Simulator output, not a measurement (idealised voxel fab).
Name of the process module below: voxel air gaps
Shown is cross-section cut, with a width of 170 nm and square cells of size 5 nm.
This document writes a cross-section as a grid whose cells are square, and gives it as bands, listed from the top down; one or more rows of cells form a band. Heads up on the band format: heights come first, top then bottom, in nm. After that it's the materials left to right, each with its width in nm. A single material flagged "all across" fills the whole band edge to edge, and "empty" means there's empty space there. Height 0 is the level under which the wafer as received is all one material. The lowest band goes on downwards, as in "top 0, no bottom". A width such as "30 to 40" changes by the same amount from each row of cells to the next, from the band's top row to its bottom row. "nothing got changed" (step): cross-section cells unchanged, all of them. Fully closed voids: empty space of 8 cells or more with no open way to the top, each as width x height at its distance from the left edge, in nm. Where a step's line continues beyond its settings, the continuation is a remark by the simulator itself on that step. overlay nm: mask offset rightward from planned place, masked step; negative means leftward offset.

# plan
1,RECEIVE: material Si
2,CONFORMAL_DEP: material SiO2, thk nm 15
3,CONFORMAL_DEP: material SiCN, thk nm 5
4,DIRECTIONAL_DEP: material lowk, thk nm 35
5,MASKED_ETCH: tone open, mask id LINES, width nm 20, pitch nm 50, etch materials lowk, depth nm 35, overlay nm 0
6,CONFORMAL_DEP: material TiN, thk nm 5
7,FILL_DEP: material Ru, thk nm 5
8,CMP: height nm 55
9,EPI: material Ru, thk nm 10
10,SELECTIVE_ETCH: etch materials lowk, depth nm 45
11,CONFORMAL_DEP: material SiCN, thk nm 5

# Run as planned: first of two wafers

# Cross-section, incoming material, after step 1
* top 0, no bottom  Si all across
* Fully closed voids: none

# after step 2
* top 15, bottom 0  SiO2 all across
* Below 0, the layers are the same as they were.

# after step 3
* top 20, bottom 15  SiCN all across
* Below 15, the layers are the same as they were.

# after step 4
* top 55, bottom 20  lowk all across
* Below 20, the layers are the same as they were.

# after step 5
* top 55, bottom 20  lowk 25 nm | empty 20 nm | lowk 30 nm | empty 20 nm | lowk 30 nm | empty 20 nm | lowk 25 nm
* Below 20, the layers are the same as they were.

# after step 6
* top 60, bottom 55  TiN 30 nm | empty 10 nm | TiN 40 nm | empty 10 nm | TiN 40 nm | empty 10 nm | TiN 30 nm
* top 55, bottom 25  lowk 25 nm | TiN 5 nm | empty 10 nm | TiN 5 nm | lowk 30 nm | TiN 5 nm | empty 10 nm | TiN 5 nm | lowk 30 nm | TiN 5 nm | empty 10 nm | TiN 5 nm | lowk 25 nm
* top 25, bottom 20  lowk 25 nm | TiN 20 nm | lowk 30 nm | TiN 20 nm | lowk 30 nm | TiN 20 nm | lowk 25 nm
* Below 20, the layers are the same as they were.

# after step 7
* top 65, bottom 60  Ru all across
* top 60, bottom 55  TiN 30 nm | Ru 10 nm | TiN 40 nm | Ru 10 nm | TiN 40 nm | Ru 10 nm | TiN 30 nm
* top 55, bottom 25  lowk 25 nm | TiN 5 nm | Ru 10 nm | TiN 5 nm | lowk 30 nm | TiN 5 nm | Ru 10 nm | TiN 5 nm | lowk 30 nm | TiN 5 nm | Ru 10 nm | TiN 5 nm | lowk 25 nm
* Below 25, the layers are the same as they were.

# after step 8
* top 55, bottom 25  lowk 25 nm | TiN 5 nm | Ru 10 nm | TiN 5 nm | lowk 30 nm | TiN 5 nm | Ru 10 nm | TiN 5 nm | lowk 30 nm | TiN 5 nm | Ru 10 nm | TiN 5 nm | lowk 25 nm
* Below 25, the layers are the same as they were.

# after step 9
* top 65, bottom 55  empty 15 nm | Ru 40 nm | empty 10 nm | Ru 40 nm | empty 10 nm | Ru 40 nm | empty 15 nm
* Below 55, the layers are the same as they were.

# after step 10
* top 65, bottom 55  empty 15 nm | Ru 40 nm | empty 10 nm | Ru 40 nm | empty 10 nm | Ru 40 nm | empty 15 nm
* top 55, bottom 25  empty 25 nm | TiN 5 nm | Ru 10 nm | TiN 5 nm | empty 30 nm | TiN 5 nm | Ru 10 nm | TiN 5 nm | empty 30 nm | TiN 5 nm | Ru 10 nm | TiN 5 nm | empty 25 nm
* top 25, bottom 20  empty 25 nm | TiN 20 nm | empty 30 nm | TiN 20 nm | empty 30 nm | TiN 20 nm | empty 25 nm
* Below 20, the layers are the same as they were.

# after step 11
* top 70, bottom 65  empty 10 nm | SiCN 150 nm | empty 10 nm
* top 65, bottom 55  empty 10 nm | SiCN 5 nm | Ru 40 nm | SiCN 10 nm | Ru 40 nm | SiCN 10 nm | Ru 40 nm | SiCN 5 nm | empty 10 nm
* top 55, bottom 50  empty 10 nm | SiCN 15 nm | TiN 5 nm | Ru 10 nm | TiN 5 nm | SiCN 30 nm | TiN 5 nm | Ru 10 nm | TiN 5 nm | SiCN 30 nm | TiN 5 nm | Ru 10 nm | TiN 5 nm | SiCN 15 nm | empty 10 nm
* top 50, bottom 25  empty 20 nm | SiCN 5 nm | TiN 5 nm | Ru 10 nm | TiN 5 nm | SiCN 5 nm | empty 20 nm | SiCN 5 nm | TiN 5 nm | Ru 10 nm | TiN 5 nm | SiCN 5 nm | empty 20 nm | SiCN 5 nm | TiN 5 nm | Ru 10 nm | TiN 5 nm | SiCN 5 nm | empty 20 nm
* top 25, bottom 20  SiCN 25 nm | TiN 20 nm | SiCN 30 nm | TiN 20 nm | SiCN 30 nm | TiN 20 nm | SiCN 25 nm
* Below 20, the layers are the same as they were.
* Fully closed voids: 20 x 25 at 50; 20 x 25 at 100

# The second wafer was prepared from the same starting point and under the same plan as the first; its processing contained one mistake, and it remains indistinguishable from the first wafer up to and including step 2

Second wafer, cut view, end of step 3 per plan: nothing got changed

# Second wafer, cut view, end of step 4 per plan
* top 50, bottom 15  lowk all across
* Below 15, the layers are the same as they were.

# Second wafer, cut view, end of step 5 per plan
* top 50, bottom 15  lowk 25 nm | empty 20 nm | lowk 30 nm | empty 20 nm | lowk 30 nm | empty 20 nm | lowk 25 nm
* Below 15, the layers are the same as they were.

# Second wafer, cut view, end of step 6 per plan
* top 55, bottom 50  TiN 30 nm | empty 10 nm | TiN 40 nm | empty 10 nm | TiN 40 nm | empty 10 nm | TiN 30 nm
* top 50, bottom 20  lowk 25 nm | TiN 5 nm | empty 10 nm | TiN 5 nm | lowk 30 nm | TiN 5 nm | empty 10 nm | TiN 5 nm | lowk 30 nm | TiN 5 nm | empty 10 nm | TiN 5 nm | lowk 25 nm
* top 20, bottom 15  lowk 25 nm | TiN 20 nm | lowk 30 nm | TiN 20 nm | lowk 30 nm | TiN 20 nm | lowk 25 nm
* Below 15, the layers are the same as they were.

# Second wafer, cut view, end of step 7 per plan
* top 60, bottom 55  Ru all across
* top 55, bottom 50  TiN 30 nm | Ru 10 nm | TiN 40 nm | Ru 10 nm | TiN 40 nm | Ru 10 nm | TiN 30 nm
* top 50, bottom 20  lowk 25 nm | TiN 5 nm | Ru 10 nm | TiN 5 nm | lowk 30 nm | TiN 5 nm | Ru 10 nm | TiN 5 nm | lowk 30 nm | TiN 5 nm | Ru 10 nm | TiN 5 nm | lowk 25 nm
* Below 20, the layers are the same as they were.

# Second wafer, cut view, end of step 8 per plan
* top 55, bottom 50  TiN 30 nm | Ru 10 nm | TiN 40 nm | Ru 10 nm | TiN 40 nm | Ru 10 nm | TiN 30 nm
* Below 50, the layers are the same as they were.

# Second wafer, cut view, end of step 9 per plan
* top 65, bottom 55  Ru all across
* Below 55, the layers are the same as they were.

Second wafer, cut view, end of step 10 per plan: nothing got changed

# Second wafer, cut view, end of step 11 per plan
* top 70, bottom 65  SiCN all across
* Below 65, the layers are the same as they were.
what went wrong: step 3 of the plan was excluded from execution and never run
Wafer comparison, final, in cells, second relative to first, materials more or fewer: Ru: 26 more, SiCN: 112 fewer, TiN: 28 more, lowk: 154 more
Note - end result: 2 closed voids (first wafer), 0 closed voids (second wafer).
